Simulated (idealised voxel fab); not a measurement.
Process module heading - voxel transistor to metal
Shown is cross-section cut, with a width of 185 nm and square cells of size 5 nm.
A cross-section is a grid of square cells, given in bands from the top down. A band is one or more rows of cells.
Band entry format. Leading values: height of top, height of bottom, nm. Remainder: materials in left-to-right order, each with its width in nm. Special words: "all across" on a single material, which then fills the band edge to edge; "blank", empty space.
The level at which height equals 0 is the one under which the wafer, as it arrives, is entirely one material. No lower edge exists for the bottom band, which continues downward and is notated as in "0 and below".
Per-row width for "30 to 40": begins at first number (top row of band), ends at second number (bottom row), increment between rows held constant.
Where a step carries "identical to before", the cross-section came out of it unchanged, cell for cell.
Listed in "Fully sealed cavities": every empty space of 8 or more cells without an open way to the top. Form: width x height at distance, the distance being from the left edge, all in nm.
That trailing text on a step's line, after the settings, is the simulator's own remark on the step.
Regarding "overlay nm": on a step with a mask, it is the distance the mask lay to the right of its planned place; a negative value places it to the left.

PLAN
1: RECEIVE | material Si
2: CONFORMAL_DEP | material SiO2 | thk nm 5
3: CONFORMAL_DEP | material SiN | thk nm 15
4: DIRECTIONAL_DEP | material aC | thk nm 10
5: PATTERN | tone cover | mask id ACTIVE | material resist | width nm 105 | thk nm 25 | overlay nm 0
6: DIRECTIONAL_ETCH | etch materials aC | depth nm 10
7: STRIP | etch materials resist
8: DIRECTIONAL_ETCH | etch materials SiN | depth nm 15
9: DIRECTIONAL_ETCH | etch materials SiO2 | depth nm 5
10: DIRECTIONAL_ETCH | etch materials Si | depth nm 35
11: STRIP | etch materials aC
12: OXIDIZE | depth nm 5
13: FILL_DEP | material SiO2 | thk nm 5
14: CMP | height nm 20
15: SELECTIVE_ETCH | etch materials SiO2 | depth nm 10
16: STRIP | etch materials SiN
17: SELECTIVE_ETCH | etch materials SiO2 | depth nm 5
18: OXIDIZE | depth nm 5
19: DIRECTIONAL_DEP | material polySi | thk nm 25
20: DIRECTIONAL_DEP | material SiCN | thk nm 10
21: DIRECTIONAL_DEP | material aC | thk nm 15
22: PATTERN | tone cover | mask id GATE | material resist | width nm 35 | thk nm 35 | overlay nm 0
23: DIRECTIONAL_ETCH | etch materials aC | depth nm 15
24: STRIP | etch materials resist
25: DIRECTIONAL_ETCH | etch materials SiCN | depth nm 20
26: DIRECTIONAL_ETCH | etch materials polySi | depth nm 35
27: STRIP | etch materials aC
28: CONFORMAL_DEP | material SiN | thk nm 10
29: DIRECTIONAL_ETCH | etch materials SiN | depth nm 10
30: DIRECTIONAL_ETCH | etch materials SiO2 | depth nm 5
31: DIRECTIONAL_ETCH | etch materials Si | depth nm 5
32: EPI | material SiGe | thk nm 10
33: FILL_DEP | material SiO2 | thk nm 5
34: CMP | height nm 25
35: STRIP | etch materials polySi
36: SELECTIVE_ETCH | etch materials SiO2 | depth nm 5
37: CONFORMAL_DEP | material HfO2 | thk nm 5
38: CONFORMAL_DEP | material TiN | thk nm 5
39: FILL_DEP | material W | thk nm 5
40: CMP | height nm 20
41: DIRECTIONAL_DEP | material SiO2 | thk nm 10
42: DIRECTIONAL_DEP | material aC | thk nm 15
43: PATTERN | tone open | mask id CONTACT | material resist | width nm 15 | pitch nm 80 | thk nm 30 | overlay nm 0
44: DIRECTIONAL_ETCH | etch materials aC | depth nm 15
45: STRIP | etch materials resist
46: DIRECTIONAL_ETCH | etch materials SiO2 | depth nm 30
47: STRIP | etch materials aC
48: CONFORMAL_DEP | material TiN | thk nm 5
49: FILL_DEP | material Ru | thk nm 5
50: CMP | height nm 30
51: DIRECTIONAL_DEP | material TiN | thk nm 5
52: DIRECTIONAL_DEP | material W | thk nm 20
53: PATTERN | tone cover | mask id METAL_1 | material resist | width nm 15 | pitch nm 80 | thk nm 15 | overlay nm 0
54: DIRECTIONAL_ETCH | etch materials W | depth nm 20
55: DIRECTIONAL_ETCH | etch materials TiN | depth nm 5
56: STRIP | etch materials resist
57: FILL_DEP | material SiO2 | thk nm 10
58: CMP | height nm 55
59: CONFORMAL_DEP | material SiCN | thk nm 5
60: DIRECTIONAL_DEP | material lowk | thk nm 30
61: MASKED_ETCH | tone open | mask id METAL_2 | width nm 15 | pitch nm 80 | etch materials lowk | depth nm 20 | overlay nm 0
62: MASKED_ETCH | tone open | mask id METAL_2_HOLES | width nm 15 | pitch nm 80 | etch materials lowk | depth nm 10 | overlay nm 0
63: MASKED_ETCH | tone open | mask id METAL_2_HOLES | width nm 15 | pitch nm 80 | etch materials SiCN | depth nm 5 | overlay nm 0
64: CONFORMAL_DEP | material TiN | thk nm 5
65: FILL_DEP | material Cu | thk nm 10
66: CMP | height nm 90
67: CONFORMAL_DEP | material SiN | thk nm 5

AS-RECEIVED WAFER CROSS-SECTION (AFTER STEP 1)
* 0 and below  Si all across
* Fully sealed cavities: none

END-OF-MODULE XS, FIRST OF TWO WAFERS, RUN AS PLANNED
* 95 down to 90  SiN all across
* 90 down to 60  lowk 45 nm / TiN 5 nm / Cu 5 nm / TiN 5 nm / lowk 65 nm / TiN 5 nm / Cu 5 nm / TiN 5 nm / lowk 45 nm
* 60 down to 55  SiCN 45 nm / TiN 15 nm / SiCN 65 nm / TiN 15 nm / SiCN 45 nm
* 55 down to 35  SiO2 45 nm / W 15 nm / SiO2 65 nm / W 15 nm / SiO2 45 nm
* 35 down to 30  SiO2 45 nm / TiN 15 nm / SiO2 65 nm / TiN 15 nm / SiO2 45 nm
* 30 down to 20  SiO2 45 nm / TiN 5 nm / Ru 5 nm / TiN 5 nm / SiO2 65 nm / TiN 5 nm / Ru 5 nm / TiN 5 nm / SiO2 45 nm
* 20 down to 10  SiO2 45 nm / TiN 5 nm / Ru 5 nm / TiN 5 nm / SiO2 5 nm / SiN 10 nm / HfO2 5 nm / TiN 5 nm / W 15 nm / TiN 5 nm / HfO2 5 nm / SiN 10 nm / SiO2 5 nm / TiN 5 nm / Ru 5 nm / TiN 5 nm / SiO2 45 nm
* 10 down to 5  SiO2 45 nm / TiN 15 nm / SiO2 5 nm / SiN 10 nm / HfO2 5 nm / TiN 5 nm / W 15 nm / TiN 5 nm / HfO2 5 nm / SiN 10 nm / SiO2 5 nm / TiN 15 nm / SiO2 45 nm
* 5 down to 0  SiO2 35 nm / SiN 10 nm / TiN 10 nm / SiGe 10 nm / SiN 10 nm / HfO2 5 nm / TiN 25 nm / HfO2 5 nm / SiN 10 nm / SiGe 10 nm / TiN 10 nm / SiN 10 nm / SiO2 35 nm
* 0 down to -5  SiO2 45 nm / SiGe 20 nm / SiO2 5 nm / HfO2 45 nm / SiO2 5 nm / SiGe 20 nm / SiO2 45 nm
* -5 down to -10  SiO2 45 nm / SiGe 20 nm / Si 55 nm / SiGe 20 nm / SiO2 45 nm
* -10 down to -40  SiO2 45 nm / Si 95 nm / SiO2 45 nm
* -40 and below  Si all across
* Fully sealed cavities: none

CROSS-SECTION, SECOND WAFER: SAME START AS THE FIRST, SAME PLAN AS THE FIRST, ONE MISTAKE IN RUNNING IT; TAKEN AT THE END OF THE MODULE
* 95 down to 90  SiN all across
* 90 down to 85  Cu all across
* 85 down to 80  Cu 40 nm / TiN 25 nm / Cu 55 nm / TiN 25 nm / Cu 40 nm
* 80 down to 75  Cu 40 nm / TiN 5 nm / lowk 15 nm / TiN 5 nm / Cu 55 nm / TiN 5 nm / lowk 15 nm / TiN 5 nm / Cu 40 nm
* 75 down to 70  TiN 45 nm / lowk 15 nm / TiN 65 nm / lowk 15 nm / TiN 45 nm
* 70 down to 60  lowk all across
* 60 down to 55  SiCN all across
* 55 down to 35  SiO2 45 nm / W 15 nm / SiO2 65 nm / W 15 nm / SiO2 45 nm
* 35 down to 30  SiO2 45 nm / TiN 15 nm / SiO2 65 nm / TiN 15 nm / SiO2 45 nm
* 30 down to 20  SiO2 45 nm / TiN 5 nm / Ru 5 nm / TiN 5 nm / SiO2 65 nm / TiN 5 nm / Ru 5 nm / TiN 5 nm / SiO2 45 nm
* 20 down to 10  SiO2 45 nm / TiN 5 nm / Ru 5 nm / TiN 5 nm / SiO2 5 nm / SiN 10 nm / HfO2 5 nm / TiN 5 nm / W 15 nm / TiN 5 nm / HfO2 5 nm / SiN 10 nm / SiO2 5 nm / TiN 5 nm / Ru 5 nm / TiN 5 nm / SiO2 45 nm
* 10 down to 5  SiO2 45 nm / TiN 15 nm / SiO2 5 nm / SiN 10 nm / HfO2 5 nm / TiN 5 nm / W 15 nm / TiN 5 nm / HfO2 5 nm / SiN 10 nm / SiO2 5 nm / TiN 15 nm / SiO2 45 nm
* 5 down to 0  SiO2 35 nm / SiN 10 nm / TiN 10 nm / SiGe 10 nm / SiN 10 nm / HfO2 5 nm / TiN 25 nm / HfO2 5 nm / SiN 10 nm / SiGe 10 nm / TiN 10 nm / SiN 10 nm / SiO2 35 nm
* 0 down to -5  SiO2 45 nm / SiGe 20 nm / SiO2 5 nm / HfO2 45 nm / SiO2 5 nm / SiGe 20 nm / SiO2 45 nm
* -5 down to -10  SiO2 45 nm / SiGe 20 nm / Si 55 nm / SiGe 20 nm / SiO2 45 nm
* -10 down to -40  SiO2 45 nm / Si 95 nm / SiO2 45 nm
* -40 and below  Si all across
* Fully sealed cavities: none
What was the processing mistake? it should be noted that step 61 was executed with settings other than those planned, the operation and settings actually applied being MASKED_ETCH | tone cover | mask id METAL_2 | width nm 15 | pitch nm 80 | etch materials lowk | depth nm 20 | overlay nm 0
Final cells, second wafer relative to first, materials higher or lower: 79 more of Cu; 6 more of SiCN; 15 more of TiN; 100 fewer of lowk
